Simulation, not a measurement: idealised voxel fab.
Module name: voxel gate over fins (process module)
Pictured: cross-section cut, 220 nm wide, on a grid of 5 nm square cells.
If you're reading a cross-section in this doc, picture square cells in a grid; it comes to you as bands, top ones listed first down to the bottom, and a band can be one or more rows of cells. First you get the band's top height and its bottom height, in nm, and then the materials it's made of, left to right, with each width in nm. If you see a single material with "throughout", that one covers the band edge to edge. "empty" is empty space. It should be noted that heights are counted from 0, beneath which the wafer as supplied is of one material throughout, and that the lowest band possesses no lower boundary but continues downward, as written in "z 0 and below". The expression "30 to 40" gives the width at the extremes of the band, the first number at its top row of cells and the second at its bottom row, with the width changing by equal amounts from each row to the next in between. For the purposes of this document, the phrase "all unchanged" attached to a step denotes that no cell within the cross-section was modified by that step. Enclosed voids (no open way to top), threshold 8 cells or more, entry "Completely enclosed voids", notation width x height at distance, distance from left edge, nm. Anything after a step's settings on that line? It's the simulator's own note about the step. "overlay nm" on a masked step: distance the mask lay right of its planned place, negative for left.
### Here's what the planned process steps look like
1) RECEIVE | material Si
2) CONFORMAL_DEP | material SiN | thk nm 5
3) DIRECTIONAL_DEP | material aC | thk nm 15
4) PATTERN | tone cover | mask id FINS | material resist | width nm 15 | pitch nm 45 | thk nm 30 | overlay nm 0
5) DIRECTIONAL_ETCH | etch materials aC | depth nm 15
6) STRIP | etch materials resist
7) DIRECTIONAL_ETCH | etch materials SiN | depth nm 5
8) DIRECTIONAL_ETCH | etch materials Si | depth nm 40
9) STRIP | etch materials aC
10) OXIDIZE | depth nm 5
11) FILL_DEP | material SiO2 | thk nm 10
12) CMP | height nm 5
13) SELECTIVE_ETCH | etch materials SiO2 | depth nm 20
14) STRIP | etch materials SiN
15) CONFORMAL_DEP | material HfO2 | thk nm 5
16) CONFORMAL_DEP | material TiN | thk nm 5
17) FILL_DEP | material W | thk nm 15
18) CMP | height nm 20
19) CONFORMAL_DEP | material SiCN | thk nm 5
### So this is the incoming wafer in cross-section - it's already been through step 1
- z 0 and below: Si throughout
- Completely enclosed voids: none
### Starting wafer: above. Plan: above. Run: one mistake. Cross-section after the module: below
- z 25 to 20: SiCN throughout
- z 20 to 10: W throughout
- z 10 to 5: W (50); TiN (25); W (20); TiN (25); W (20); TiN (25); W (55)
- z 5 to 0: W (50); TiN (5); HfO2 (15); TiN (5); W (20); TiN (5); HfO2 (15); TiN (5); W (20); TiN (5); HfO2 (15); TiN (5); W (55)
- z 0 to -25: W (50); TiN (5); HfO2 (5); Si (5); HfO2 (5); TiN (5); W (20); TiN (5); HfO2 (5); Si (5); HfO2 (5); TiN (5); W (20); TiN (5); HfO2 (5); Si (5); HfO2 (5); TiN (5); W (55)
- z -25 to -30: TiN (55); HfO2 (5); Si (5); HfO2 (5); TiN (30); HfO2 (5); Si (5); HfO2 (5); TiN (30); HfO2 (5); Si (5); HfO2 (5); TiN (60)
- z -30 to -35: HfO2 (60); Si (5); HfO2 (40); Si (5); HfO2 (40); Si (5); HfO2 (65)
- z -35 to -45: SiO2 (60); Si (5); SiO2 (40); Si (5); SiO2 (40); Si (5); SiO2 (65)
- z -45 and below: Si throughout
- Completely enclosed voids: none
In executing the process, a mistake was made relative to the plan: step 13 of the plan was carried out twice
